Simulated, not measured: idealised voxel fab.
Documented hereafter: the process module known as voxel plated lines.
Cross-section cut spans 290 nm and uses square cells 5 nm in size.
Cross-section layout: square cells on a grid; listed as bands, top to bottom; a band spans one or more cell rows. Basically the band line says how high the top is and how high the bottom is, in nm, and then what's in it from left to right, every material with its width in nm. Empty space shows up as "air", and if a single material carries "all across" it runs the full band edge to edge. Heights are reckoned from 0. Under this level, the received wafer is all of one material. The bottommost band is open-ended downward, for example "0..down". Graded width ("30..40"): value in top row of band = first number; value in bottom row = second number; row-to-row change constant. Where a step carries "remained unchanged", the cross-section came out of it unchanged, cell for cell. "Closed internal voids" means: voids of 8 cells or more that are shut off from the top with no open way through. Written width x height at distance, distance from the left edge, in nm. What comes after the settings on a step's line is commentary from the simulator itself on that step. Each step line may optionally specify "overlay nm", which for a step with a mask gives the rightward distance between the mask's planned place and where it lay, a negative value indicating the leftward direction.

Below is the list of planned process steps
1. op RECEIVE | material Si
2. op CONFORMAL_DEP | material Al2O3 | thk nm 5
3. op DIRECTIONAL_DEP | material TiN | thk nm 5
4. op PATTERN | tone open | mask id LINES | material resist | width nm 30 | pitch nm 55 | thk nm 35 | overlay nm 0
5. op EPI | material Ru | thk nm 10
6. op EPI | material Ru | thk nm 5
7. op EPI | material Ru | thk nm 10
8. op STRIP | etch materials resist
9. op DIRECTIONAL_ETCH | etch materials TiN | depth nm 5
10. op CONFORMAL_DEP | material SiCN | thk nm 10

First of two wafers: run as planned

Incoming wafer, cross-sectional view, post step 1
> 0..down: Si all across
> Closed internal voids: none

Cross-section of the wafer subsequent to step 2
> 5..0: Al2O3 all across
> Everything below 0 is unchanged.

Cross-section of the wafer subsequent to step 3
> 10..5: TiN all across
> Everything below 5 is unchanged.

Cross-section of the wafer subsequent to step 4
> 45..10: resist=45, then air=30, then resist=25, then air=30, then resist=25, then air=30, then resist=25, then air=30, then resist=50
> Everything below 10 is unchanged.

Cross-section of the wafer subsequent to step 5
> 45..20: resist=45, then air=30, then resist=25, then air=30, then resist=25, then air=30, then resist=25, then air=30, then resist=50
> 20..10: resist=45, then Ru=30, then resist=25, then Ru=30, then resist=25, then Ru=30, then resist=25, then Ru=30, then resist=50
> Everything below 10 is unchanged.

Cross-section of the wafer subsequent to step 6
> 45..25: resist=45, then air=30, then resist=25, then air=30, then resist=25, then air=30, then resist=25, then air=30, then resist=50
> 25..10: resist=45, then Ru=30, then resist=25, then Ru=30, then resist=25, then Ru=30, then resist=25, then Ru=30, then resist=50
> Everything below 10 is unchanged.

Cross-section of the wafer subsequent to step 7
> 45..35: resist=45, then air=30, then resist=25, then air=30, then resist=25, then air=30, then resist=25, then air=30, then resist=50
> 35..10: resist=45, then Ru=30, then resist=25, then Ru=30, then resist=25, then Ru=30, then resist=25, then Ru=30, then resist=50
> Everything below 10 is unchanged.

Cross-section of the wafer subsequent to step 8
> 35..10: air=45, then Ru=30, then air=25, then Ru=30, then air=25, then Ru=30, then air=25, then Ru=30, then air=50
> Everything below 10 is unchanged.

Cross-section of the wafer subsequent to step 9
> 35..10: air=45, then Ru=30, then air=25, then Ru=30, then air=25, then Ru=30, then air=25, then Ru=30, then air=50
> 10..5: air=45, then TiN=30, then air=25, then TiN=30, then air=25, then TiN=30, then air=25, then TiN=30, then air=50
> Everything below 5 is unchanged.

Cross-section of the wafer subsequent to step 10
> 45..35: air=35, then SiCN=50, then air=5, then SiCN=50, then air=5, then SiCN=50, then air=5, then SiCN=50, then air=40
> 35..15: air=35, then SiCN=10, then Ru=30, then SiCN=10, then air=5, then SiCN=10, then Ru=30, then SiCN=10, then air=5, then SiCN=10, then Ru=30, then SiCN=10, then air=5, then SiCN=10, then Ru=30, then SiCN=10, then air=40
> 15..10: SiCN=45, then Ru=30, then SiCN=25, then Ru=30, then SiCN=25, then Ru=30, then SiCN=25, then Ru=30, then SiCN=50
> 10..5: SiCN=45, then TiN=30, then SiCN=25, then TiN=30, then SiCN=25, then TiN=30, then SiCN=25, then TiN=30, then SiCN=50
> Everything below 5 is unchanged.

Wafer two of two - same starting point, same process plan, one mistake in execution; matches wafer one up to and including step 3

Look at the second wafer in cross-section at the time step 4 ought to have finished
> 45..10: resist=40, then air=40, then resist=15, then air=40, then resist=15, then air=40, then resist=15, then air=40, then resist=45
> Everything below 10 is unchanged.

Look at the second wafer in cross-section at the time step 5 ought to have finished
> 45..20: resist=40, then air=40, then resist=15, then air=40, then resist=15, then air=40, then resist=15, then air=40, then resist=45
> 20..10: resist=40, then Ru=40, then resist=15, then Ru=40, then resist=15, then Ru=40, then resist=15, then Ru=40, then resist=45
> Everything below 10 is unchanged.

Look at the second wafer in cross-section at the time step 6 ought to have finished
> 45..25: resist=40, then air=40, then resist=15, then air=40, then resist=15, then air=40, then resist=15, then air=40, then resist=45
> 25..10: resist=40, then Ru=40, then resist=15, then Ru=40, then resist=15, then Ru=40, then resist=15, then Ru=40, then resist=45
> Everything below 10 is unchanged.

Look at the second wafer in cross-section at the time step 7 ought to have finished
> 45..35: resist=40, then air=40, then resist=15, then air=40, then resist=15, then air=40, then resist=15, then air=40, then resist=45
> 35..10: resist=40, then Ru=40, then resist=15, then Ru=40, then resist=15, then Ru=40, then resist=15, then Ru=40, then resist=45
> Everything below 10 is unchanged.

Look at the second wafer in cross-section at the time step 8 ought to have finished
> 35..10: air=40, then Ru=40, then air=15, then Ru=40, then air=15, then Ru=40, then air=15, then Ru=40, then air=45
> Everything below 10 is unchanged.

Look at the second wafer in cross-section at the time step 9 ought to have finished
> 35..10: air=40, then Ru=40, then air=15, then Ru=40, then air=15, then Ru=40, then air=15, then Ru=40, then air=45
> 10..5: air=40, then TiN=40, then air=15, then TiN=40, then air=15, then TiN=40, then air=15, then TiN=40, then air=45
> Everything below 5 is unchanged.

Look at the second wafer in cross-section at the time step 10 ought to have finished
> 45..35: air=30, then SiCN=225, then air=35
> 35..15: air=30, then SiCN=10, then Ru=40, then SiCN=15, then Ru=40, then SiCN=15, then Ru=40, then SiCN=15, then Ru=40, then SiCN=10, then air=35
> 15..10: SiCN=40, then Ru=40, then SiCN=15, then Ru=40, then SiCN=15, then Ru=40, then SiCN=15, then Ru=40, then SiCN=45
> 10..5: SiCN=40, then TiN=40, then SiCN=15, then TiN=40, then SiCN=15, then TiN=40, then SiCN=15, then TiN=40, then SiCN=45
> Everything below 5 is unchanged.
Plan not followed: not per plan at step 4, really ran op PATTERN | tone open | mask id LINES | material resist | width nm 40 | pitch nm 55 | thk nm 35 | overlay nm 0
Bottom line after processing is that, in cells, the second wafer is up or down on some materials versus the first: Ru +40; SiCN -18; TiN +8
